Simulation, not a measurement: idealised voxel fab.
Process module, titled voxel self aligned contacts
Each square cell in cross-section cut measures 5 nm, and the section as a whole is 190 nm wide.
Cross-section layout: square cells on a grid; listed as bands, top to bottom; a band spans one or more cell rows. Look at the band entry: it leads with the top's height and the bottom's height in nm. Then it lists the materials left to right, with a width in nm for each. The word "full width" on a single material says that material fills the band edge to edge. The word "air" is empty space. Where do heights start? At 0: under that level the wafer as delivered is made of one material only. And the lowest band has no floor; it just carries on downward, as in "top 0, no bottom". Width: "30 to 40" (first number = top row, second number = bottom row, same change from row to row of cells). Step note "nothing got changed" = no cross-section cell changed. "Closed cavity list" specifies each empty space that is not open to the top and that occupies no fewer than 8 cells, using the form width x height at distance, the distance measured from the left edge and all three quantities in nm. That trailing text on a step's line, after the settings, is the simulator's own remark on the step. "overlay nm" denotes, for a step that has a mask, the displacement of the mask to the right of its planned place, with negative values corresponding to the left. Pairs follow: section before one process step, section after it down to the lowest changed band, step with settings underneath. Pairs may come from different runs of this module on the same starting wafer; continuity with the pair above only as stated in the "State before step" entry.

State before step
> top 65, bottom 60 = 75 TiN; 35 air; 80 TiN
> top 60, bottom 50 = 70 SiO2; 5 to 15 TiN; 35 to 15 air; 5 to 15 TiN; 75 SiO2
> top 50, bottom 25 = 45 SiO2; 35 SiN; 5 TiN; 15 air; 5 TiN; 35 SiN; 50 SiO2
> top 25, bottom 0 = 45 SiO2; 10 SiN; 15 polySi; 10 SiN; 5 TiN; 15 air; 5 TiN; 10 SiN; 15 polySi; 10 SiN; 50 SiO2
> top 0, bottom -5 = 80 SiO2; 25 TiN; 85 SiO2
> top -5, no bottom = Si full width
> Closed cavity list: none

Post-Process View
> top 75, bottom 65 = Ru full width
> top 65, bottom 60 = 75 TiN; 35 Ru; 80 TiN
> top 60, bottom 50 = 70 SiO2; 5 to 15 TiN; 35 to 15 Ru; 5 to 15 TiN; 75 SiO2
> top 50, bottom 25 = 45 SiO2; 35 SiN; 5 TiN; 15 Ru; 5 TiN; 35 SiN; 50 SiO2
> top 25, bottom 0 = 45 SiO2; 10 SiN; 15 polySi; 10 SiN; 5 TiN; 15 Ru; 5 TiN; 10 SiN; 15 polySi; 10 SiN; 50 SiO2
> Note: structure below 0 unchanged.
> Closed cavity list: none
Step between the cross-sections above: FILL_DEP with material Ru, thk nm 10

State before step: taken from the pair above, after panel.

Post-Process View
> top 60, bottom 50 = 70 SiO2; 5 to 15 TiN; 35 to 15 Ru; 5 to 15 TiN; 75 SiO2
> Note: structure below 50 unchanged.
> Closed cavity list: none
Step between the cross-sections above: CMP with height nm 60

State before step: taken from the pair above, after panel.

Post-Process View
> top 65, bottom 60 = SiCN full width
> Note: structure below 60 unchanged.
> Closed cavity list: none
Step between the cross-sections above: CONFORMAL_DEP with material SiCN, thk nm 5

State before step
> top 50, bottom 25 = SiN full width
> top 25, bottom 0 = polySi full width
> top 0, bottom -5 = SiO2 full width
> top -5, no bottom = Si full width
> Closed cavity list: none

Post-Process View
> top 70, bottom 50 = 40 air; 25 resist; 35 air; 25 resist; 65 air
> Note: structure below 50 unchanged.
> Closed cavity list: none
Step between the cross-sections above: PATTERN with tone cover, mask id GATE, material resist, width nm 25, pitch nm 60, thk nm 20, overlay nm -10

State before step: taken from the pair above, after panel.

Post-Process View
> top 70, bottom 50 = 40 air; 25 resist; 35 air; 25 resist; 65 air
> top 50, bottom 25 = 40 air; 25 SiN; 35 air; 25 SiN; 65 air
> Note: structure below 25 unchanged.
> Closed cavity list: none
Step between the cross-sections above: DIRECTIONAL_ETCH with etch materials SiN, depth nm 25

State before step: taken from the pair above, after panel.

Post-Process View
> top 70, bottom 50 = 40 air; 25 resist; 35 air; 25 resist; 65 air
> top 50, bottom 25 = 40 air; 25 SiN; 35 air; 25 SiN; 65 air
> top 25, bottom 0 = 40 air; 25 polySi; 35 air; 25 polySi; 65 air
> Note: structure below 0 unchanged.
> Closed cavity list: none
Step between the cross-sections above: DIRECTIONAL_ETCH with etch materials polySi, depth nm 25

State before step: taken from the pair above, after panel.

Post-Process View
> top 50, bottom 25 = 40 air; 25 SiN; 35 air; 25 SiN; 65 air
> Note: structure below 25 unchanged.
> Closed cavity list: none
Step between the cross-sections above: STRIP with etch materials resist

State before step: taken from the pair above, after panel.

Post-Process View
> top 60, bottom 25 = 30 air; 45 SiN; 15 air; 45 SiN; 55 air
> top 25, bottom 10 = 30 air; 10 SiN; 25 polySi; 10 SiN; 15 air; 10 SiN; 25 polySi; 10 SiN; 55 air
> top 10, bottom 0 = 40 SiN; 25 polySi; 35 SiN; 25 polySi; 65 SiN
> Note: structure below 0 unchanged.
> Closed cavity list: none
Step between the cross-sections above: CONFORMAL_DEP with material SiN, thk nm 10

State before step: taken from the pair above, after panel.

Post-Process View
> top 50, bottom 25 = 30 air; 45 SiN; 15 air; 45 SiN; 55 air
> top 25, bottom 0 = 30 air; 10 SiN; 25 polySi; 10 SiN; 15 air; 10 SiN; 25 polySi; 10 SiN; 55 air
> Note: structure below 0 unchanged.
> Closed cavity list: none
Step between the cross-sections above: DIRECTIONAL_ETCH with etch materials SiN, depth nm 10

State before step: taken from the pair above, after panel.

Post-Process View
> top 70, bottom 50 = SiO2 full width
> top 50, bottom 25 = 30 SiO2; 45 SiN; 15 SiO2; 45 SiN; 55 SiO2
> top 25, bottom 0 = 30 SiO2; 10 SiN; 25 polySi; 10 SiN; 15 SiO2; 10 SiN; 25 polySi; 10 SiN; 55 SiO2
> Note: structure below 0 unchanged.
> Closed cavity list: none
Step between the cross-sections above: FILL_DEP with material SiO2, thk nm 20

State before step: taken from the pair above, after panel.

Post-Process View
> top 60, bottom 50 = SiO2 full width
> Note: structure below 50 unchanged.
> Closed cavity list: none
Step between the cross-sections above: CMP with height nm 60

State before step: taken from the pair above, after panel.

Post-Process View
> top 70, bottom 60 = aC full width
> Note: structure below 60 unchanged.
> Closed cavity list: none
Step between the cross-sections above: DIRECTIONAL_DEP with material aC, thk nm 10

State before step: taken from the pair above, after panel.

Post-Process View
> top 95, bottom 70 = 70 resist; 45 air; 75 resist
> Note: structure below 70 unchanged.
> Closed cavity list: none
Step between the cross-sections above: PATTERN with tone open, mask id CONTACT, material resist, width nm 45, thk nm 25, overlay nm 0

State before step: taken from the pair above, after panel.

Post-Process View
> top 85, bottom 70 = 70 resist; 45 air; 75 resist
> top 70, bottom 60 = 70 aC; 45 air; 75 aC
> Note: structure below 60 unchanged.
> Closed cavity list: none
Step between the cross-sections above: DIRECTIONAL_ETCH with etch materials aC, depth nm 10

State before step: taken from the pair above, after panel.

Post-Process View
> top 70, bottom 60 = 70 aC; 45 air; 75 aC
> Note: structure below 60 unchanged.
> Closed cavity list: none
Step between the cross-sections above: STRIP with etch materials resist

State before step: taken from the pair above, after panel.

Post-Process View
> top 70, bottom 60 = 70 aC; 45 air; 75 aC
> top 60, bottom 50 = 70 SiO2; 45 air; 75 SiO2
> top 50, bottom 25 = 30 SiO2; 45 SiN; 15 air; 45 SiN; 55 SiO2
> top 25, bottom 0 = 30 SiO2; 10 SiN; 25 polySi; 10 SiN; 15 air; 10 SiN; 25 polySi; 10 SiN; 55 SiO2
> top 0, bottom -5 = 75 SiO2; 15 air; 100 SiO2
> Note: structure below -5 unchanged.
> Closed cavity list: none
Step between the cross-sections above: DIRECTIONAL_ETCH with etch materials SiO2, depth nm 65

State before step: taken from the pair above, after panel.

Post-Process View
> top 60, bottom 50 = 70 SiO2; 45 air; 75 SiO2
> Note: structure below 50 unchanged.
> Closed cavity list: none
Step between the cross-sections above: STRIP with etch materials aC

State before step: taken from the pair above, after panel.

Post-Process View
> top 65, bottom 60 = 75 TiN; 35 air; 80 TiN
> top 60, bottom 50 = 70 SiO2; 5 to 10 TiN; 35 to 5 air; 5 to 30 TiN; 75 SiO2
> top 50, bottom 25 = 30 SiO2; 45 SiN; 5 TiN; 5 air; 5 TiN; 45 SiN; 55 SiO2
> top 25, bottom 0 = 30 SiO2; 10 SiN; 25 polySi; 10 SiN; 5 TiN; 5 air; 5 TiN; 10 SiN; 25 polySi; 10 SiN; 55 SiO2
> top 0, bottom -5 = 75 SiO2; 15 TiN; 100 SiO2
> Note: structure below -5 unchanged.
> Closed cavity list: none
Step between the cross-sections above: CONFORMAL_DEP with material TiN, thk nm 5

State before step: taken from the pair above, after panel.

Post-Process View
> top 75, bottom 65 = Ru full width
> top 65, bottom 60 = 75 TiN; 35 Ru; 80 TiN
> top 60, bottom 50 = 70 SiO2; 5 to 10 TiN; 35 to 5 Ru; 5 to 30 TiN; 75 SiO2
> top 50, bottom 25 = 30 SiO2; 45 SiN; 5 TiN; 5 Ru; 5 TiN; 45 SiN; 55 SiO2
> top 25, bottom 0 = 30 SiO2; 10 SiN; 25 polySi; 10 SiN; 5 TiN; 5 Ru; 5 TiN; 10 SiN; 25 polySi; 10 SiN; 55 SiO2
> Note: structure below 0 unchanged.
> Closed cavity list: none
Step between the cross-sections above: FILL_DEP with material Ru, thk nm 10

State before step: taken from the pair above, after panel.

Post-Process View
> top 60, bottom 50 = 70 SiO2; 5 to 10 TiN; 35 to 5 Ru; 5 to 30 TiN; 75 SiO2
> Note: structure below 50 unchanged.
> Closed cavity list: none
Step between the cross-sections above: CMP with height nm 60

State before step: taken from the pair above, after panel.

Post-Process View
> top 65, bottom 60 = SiCN full width
> Note: structure below 60 unchanged.
> Closed cavity list: none
Step between the cross-sections above: CONFORMAL_DEP with material SiCN, thk nm 5

State before step
> top 60, bottom 50 = SiO2 full width
> top 50, bottom 25 = 40 SiO2; 45 SiN; 15 SiO2; 45 SiN; 45 SiO2
> top 25, bottom 0 = 40 SiO2; 10 SiN; 25 polySi; 10 SiN; 15 SiO2; 10 SiN; 25 polySi; 10 SiN; 45 SiO2
> top 0, bottom -5 = SiO2 full width
> top -5, no bottom = Si full width
> Closed cavity list: none

Post-Process View
> top 70, bottom 50 = SiO2 full width
> Note: structure below 50 unchanged.
> Closed cavity list: none
Step between the cross-sections above: DIRECTIONAL_DEP with material SiO2, thk nm 10

State before step: taken from the pair above, after panel.

Post-Process View
> top 95, bottom 70 = 70 resist; 45 air; 75 resist
> Note: structure below 70 unchanged.
> Closed cavity list: none
Step between the cross-sections above: PATTERN with tone open, mask id CONTACT, material resist, width nm 45, thk nm 25, overlay nm 0

State before step: taken from the pair above, after panel.

Post-Process View
> top 85, bottom 70 = 70 resist; 45 air; 75 resist
> Note: structure below 70 unchanged.
> Closed cavity list: none
Step between the cross-sections above: DIRECTIONAL_ETCH with etch materials aC, depth nm 10

State before step: taken from the pair above, after panel.

Post-Process View
> top 70, bottom 50 = SiO2 full width
> Note: structure below 50 unchanged.
> Closed cavity list: none
Step between the cross-sections above: STRIP with etch materials resist

State before step: taken from the pair above, after panel.

Post-Process View
> top 50, bottom 25 = 40 air; 45 SiN; 15 air; 45 SiN; 45 air
> top 25, bottom 5 = 40 air; 10 SiN; 25 polySi; 10 SiN; 15 air; 10 SiN; 25 polySi; 10 SiN; 45 air
> Note: structure below 5 unchanged.
> Closed cavity list: none
Step between the cross-sections above: DIRECTIONAL_ETCH with etch materials SiO2, depth nm 65

State before step: taken from the pair above, after panel.

Post-Process View
> top 55, bottom 50 = 35 air; 55 TiN; 5 air; 55 TiN; 40 air
> top 50, bottom 25 = 35 air; 5 TiN; 45 SiN; 5 TiN; 5 air; 5 TiN; 45 SiN; 5 TiN; 40 air
> top 25, bottom 10 = 35 air; 5 TiN; 10 SiN; 25 polySi; 10 SiN; 5 TiN; 5 air; 5 TiN; 10 SiN; 25 polySi; 10 SiN; 5 TiN; 40 air
> top 10, bottom 5 = 40 TiN; 10 SiN; 25 polySi; 10 SiN; 15 TiN; 10 SiN; 25 polySi; 10 SiN; 45 TiN
> Note: structure below 5 unchanged.
> Closed cavity list: none
Step between the cross-sections above: CONFORMAL_DEP with material TiN, thk nm 5

State before step: taken from the pair above, after panel.

Post-Process View
> top 65, bottom 55 = Ru full width
> top 55, bottom 50 = 35 Ru; 55 TiN; 5 Ru; 55 TiN; 40 Ru
> top 50, bottom 25 = 35 Ru; 5 TiN; 45 SiN; 5 TiN; 5 Ru; 5 TiN; 45 SiN; 5 TiN; 40 Ru
> top 25, bottom 10 = 35 Ru; 5 TiN; 10 SiN; 25 polySi; 10 SiN; 5 TiN; 5 Ru; 5 TiN; 10 SiN; 25 polySi; 10 SiN; 5 TiN; 40 Ru
> Note: structure below 10 unchanged.
> Closed cavity list: none
Step between the cross-sections above: FILL_DEP with material Ru, thk nm 10

State before step: taken from the pair above, after panel.

Post-Process View
> top 60, bottom 55 = Ru full width
> Note: structure below 55 unchanged.
> Closed cavity list: none
Step between the cross-sections above: CMP with height nm 60

State before step: taken from the pair above, after panel.

Post-Process View
> top 65, bottom 60 = SiCN full width
> Note: structure below 60 unchanged.
> Closed cavity list: none
Step between the cross-sections above: CONFORMAL_DEP with material SiCN, thk nm 5

State before step
> top 50, bottom 25 = SiN full width
> top 25, bottom 0 = polySi full width
> top 0, bottom -5 = SiO2 full width
> top -5, no bottom = Si full width
> Closed cavity list: none

Post-Process View
> top 70, bottom 50 = 50 resist; 25 air; 35 resist; 25 air; 55 resist
> Note: structure below 50 unchanged.
> Closed cavity list: none
Step between the cross-sections above: PATTERN with tone open, mask id GATE, material resist, width nm 25, pitch nm 60, thk nm 20, overlay nm 0

State before step: taken from the pair above, after panel.

Post-Process View
> top 70, bottom 50 = 50 resist; 25 air; 35 resist; 25 air; 55 resist
> top 50, bottom 25 = 50 SiN; 25 air; 35 SiN; 25 air; 55 SiN
> Note: structure below 25 unchanged.
> Closed cavity list: none
Step between the cross-sections above: DIRECTIONAL_ETCH with etch materials SiN, depth nm 25

State before step: taken from the pair above, after panel.

Post-Process View
> top 70, bottom 50 = 50 resist; 25 air; 35 resist; 25 air; 55 resist
> top 50, bottom 25 = 50 SiN; 25 air; 35 SiN; 25 air; 55 SiN
> top 25, bottom 0 = 50 polySi; 25 air; 35 polySi; 25 air; 55 polySi
> Note: structure below 0 unchanged.
> Closed cavity list: none
Step between the cross-sections above: DIRECTIONAL_ETCH with etch materials polySi, depth nm 25

State before step: taken from the pair above, after panel.

Post-Process View
> top 50, bottom 25 = 50 SiN; 25 air; 35 SiN; 25 air; 55 SiN
> Note: structure below 25 unchanged.
> Closed cavity list: none
Step between the cross-sections above: STRIP with etch materials resist

State before step: taken from the pair above, after panel.

Post-Process View
> top 60, bottom 25 = 60 SiN; 5 air; 55 SiN; 5 air; 65 SiN
> top 25, bottom 10 = 50 polySi; 10 SiN; 5 air; 10 SiN; 35 polySi; 10 SiN; 5 air; 10 SiN; 55 polySi
> top 10, bottom 0 = 50 polySi; 25 SiN; 35 polySi; 25 SiN; 55 polySi
> Note: structure below 0 unchanged.
> Closed cavity list: none
Step between the cross-sections above: CONFORMAL_DEP with material SiN, thk nm 10

State before step: taken from the pair above, after panel.

Post-Process View
> top 50, bottom 25 = 60 SiN; 5 air; 55 SiN; 5 air; 65 SiN
> top 25, bottom 0 = 50 polySi; 10 SiN; 5 air; 10 SiN; 35 polySi; 10 SiN; 5 air; 10 SiN; 55 polySi
> Note: structure below 0 unchanged.
> Closed cavity list: none
Step between the cross-sections above: DIRECTIONAL_ETCH with etch materials SiN, depth nm 10

State before step: taken from the pair above, after panel.

Post-Process View
> top 70, bottom 50 = SiO2 full width
> top 50, bottom 25 = 60 SiN; 5 SiO2; 55 SiN; 5 SiO2; 65 SiN
> top 25, bottom 0 = 50 polySi; 10 SiN; 5 SiO2; 10 SiN; 35 polySi; 10 SiN; 5 SiO2; 10 SiN; 55 polySi
> Note: structure below 0 unchanged.
> Closed cavity list: none
Step between the cross-sections above: FILL_DEP with material SiO2, thk nm 20

State before step: taken from the pair above, after panel.

Post-Process View
> top 60, bottom 50 = SiO2 full width
> Note: structure below 50 unchanged.
> Closed cavity list: none
Step between the cross-sections above: CMP with height nm 60

State before step: taken from the pair above, after panel.

Post-Process View
> top 70, bottom 60 = aC full width
> Note: structure below 60 unchanged.
> Closed cavity list: none
Step between the cross-sections above: DIRECTIONAL_DEP with material aC, thk nm 10

State before step: taken from the pair above, after panel.

Post-Process View
> top 95, bottom 70 = 70 resist; 45 air; 75 resist
> Note: structure below 70 unchanged.
> Closed cavity list: none
Step between the cross-sections above: PATTERN with tone open, mask id CONTACT, material resist, width nm 45, thk nm 25, overlay nm 0

State before step: taken from the pair above, after panel.

Post-Process View
> top 85, bottom 70 = 70 resist; 45 air; 75 resist
> top 70, bottom 60 = 70 aC; 45 air; 75 aC
> Note: structure below 60 unchanged.
> Closed cavity list: none
Step between the cross-sections above: DIRECTIONAL_ETCH with etch materials aC, depth nm 10

State before step: taken from the pair above, after panel.

Post-Process View
> top 70, bottom 60 = 70 aC; 45 air; 75 aC
> Note: structure below 60 unchanged.
> Closed cavity list: none
Step between the cross-sections above: STRIP with etch materials resist

State before step: taken from the pair above, after panel.

Post-Process View
> top 70, bottom 60 = 70 aC; 45 air; 75 aC
> top 60, bottom 50 = 70 SiO2; 45 air; 75 SiO2
> Note: structure below 50 unchanged.
> Closed cavity list: none
Step between the cross-sections above: DIRECTIONAL_ETCH with etch materials SiO2, depth nm 65

State before step: taken from the pair above, after panel.

Post-Process View
> top 60, bottom 50 = 70 SiO2; 45 air; 75 SiO2
> Note: structure below 50 unchanged.
> Closed cavity list: none
Step between the cross-sections above: STRIP with etch materials aC

State before step: taken from the pair above, after panel.

Post-Process View
> top 65, bottom 60 = 75 TiN; 35 air; 80 TiN
> top 60, bottom 55 = 70 SiO2; 5 TiN; 35 air; 5 TiN; 75 SiO2
> top 55, bottom 50 = 70 SiO2; 45 TiN; 75 SiO2
> Note: structure below 50 unchanged.
> Closed cavity list: none
Step between the cross-sections above: CONFORMAL_DEP with material TiN, thk nm 5

State before step: taken from the pair above, after panel.

Post-Process View
> top 75, bottom 65 = Ru full width
> top 65, bottom 60 = 75 TiN; 35 Ru; 80 TiN
> top 60, bottom 55 = 70 SiO2; 5 TiN; 35 Ru; 5 TiN; 75 SiO2
> Note: structure below 55 unchanged.
> Closed cavity list: none
Step between the cross-sections above: FILL_DEP with material Ru, thk nm 10

State before step: taken from the pair above, after panel.

Post-Process View
> top 60, bottom 55 = 70 SiO2; 5 TiN; 35 Ru; 5 TiN; 75 SiO2
> Note: structure below 55 unchanged.
> Closed cavity list: none
Step between the cross-sections above: CMP with height nm 60

State before step: taken from the pair above, after panel.

Post-Process View
> top 65, bottom 60 = SiCN full width
> Note: structure below 60 unchanged.
> Closed cavity list: none
Step between the cross-sections above: CONFORMAL_DEP with material SiCN, thk nm 5
